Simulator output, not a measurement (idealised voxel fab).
The process module presented herein is designated voxel self aligned vias.
FYI the section here is cut, 280 nm wide, cells are 5 nm squares.
This document writes a cross-section as a grid whose cells are square, and gives it as bands, listed from the top down; one or more rows of cells form a band.
Within each band entry, the heights of the top and of the bottom of the band appear first, in that order and in nm; the materials of the band then follow from left to right, each with its corresponding width in nm. The designation "all across" on a single material indicates that it fills the band from edge to edge; the designation "empty" indicates empty space.
Counting heights begins at 0, where everything beneath is, in the wafer as received, one material. The lowest band has no bottom; it goes on downwards, as "top 0, no bottom" shows.
You'd read "30..40" like this: the band's top row of cells is as wide as the first number, its bottom row is as wide as the second, and going down, every row changes width by the same amount as the row before did.
"identical to before" (step): cross-section cells unchanged, all of them.
"Enclosed void listing" lists enclosed empty spaces (at least 8 cells, no open path upward to the top), each as width x height at distance from the left edge, in nm.
Formally, on a step line, whatever follows the settings is a remark that the simulator itself makes on the step.
overlay nm: how far to the right of its planned place the mask lay on this masked step (negative: to the left).

Steps planned for the process:
- 1: op RECEIVE | material Si
- 2: op CONFORMAL_DEP | material SiO2 | thk nm 10
- 3: op CONFORMAL_DEP | material SiCN | thk nm 5
- 4: op DIRECTIONAL_DEP | material lowk | thk nm 20
- 5: op DIRECTIONAL_DEP | material aC | thk nm 10
- 6: op PATTERN | tone open | mask id LINES | material resist | width nm 25 | pitch nm 70 | thk nm 25 | overlay nm 0
- 7: op DIRECTIONAL_ETCH | etch materials aC | depth nm 10
- 8: op STRIP | etch materials resist
- 9: op DIRECTIONAL_ETCH | etch materials lowk | depth nm 20
- 10: op STRIP | etch materials aC
- 11: op CONFORMAL_DEP | material TiN | thk nm 5
- 12: op FILL_DEP | material Ru | thk nm 10
- 13: op CMP | height nm 35
- 14: op SELECTIVE_ETCH | etch materials W Ru TiN | depth nm 10
- 15: op FILL_DEP | material SiN | thk nm 10
- 16: op CMP | height nm 35
- 17: op DIRECTIONAL_DEP | material lowk | thk nm 15
- 18: op DIRECTIONAL_DEP | material aC | thk nm 15
- 19: op PATTERN | tone open | mask id VIAS | material resist | width nm 45 | pitch nm 70 | thk nm 30 | overlay nm -15
- 20: op DIRECTIONAL_ETCH | etch materials aC | depth nm 15
- 21: op STRIP | etch materials resist
- 22: op DIRECTIONAL_ETCH | etch materials lowk | depth nm 15
- 23: op DIRECTIONAL_ETCH | etch materials SiN | depth nm 10
- 24: op STRIP | etch materials aC
- 25: op CONFORMAL_DEP | material TiN | thk nm 5
- 26: op FILL_DEP | material W | thk nm 10
- 27: op CMP | height nm 50
- 28: op CONFORMAL_DEP | material SiCN | thk nm 5
Same starting wafers, different overlay nm at step 19. Plan value belongs to the first wafer.

First wafer of several, as received: cross-section after step 1:
    top 0, no bottom  Si all across
    Enclosed void listing: none

Basically each wafer gets a line in the table, showing it at the end of the module: material by material, the cells it gained (+) or lost (-) since we got it, then its closed voids:
overlay nm -15 | +9 Ru | +112 SiCN | +6 SiN | +112 SiO2 | +72 TiN | +54 W | +251 lowk | Enclosed void listing: none
overlay nm -10 | +9 Ru | +112 SiCN | +112 SiO2 | +72 TiN | +60 W | +251 lowk | Enclosed void listing: none
overlay nm -5 | +9 Ru | +112 SiCN | +112 SiO2 | +72 TiN | +60 W | +251 lowk | Enclosed void listing: none
overlay nm 0 | +9 Ru | +112 SiCN | +112 SiO2 | +72 TiN | +60 W | +251 lowk | Enclosed void listing: none
overlay nm 5 | +9 Ru | +112 SiCN | +112 SiO2 | +72 TiN | +60 W | +251 lowk | Enclosed void listing: none
overlay nm 10 | +9 Ru | +112 SiCN | +112 SiO2 | +72 TiN | +60 W | +251 lowk | Enclosed void listing: none
overlay nm 15 | +9 Ru | +112 SiCN | +6 SiN | +112 SiO2 | +72 TiN | +54 W | +251 lowk | Enclosed void listing: none
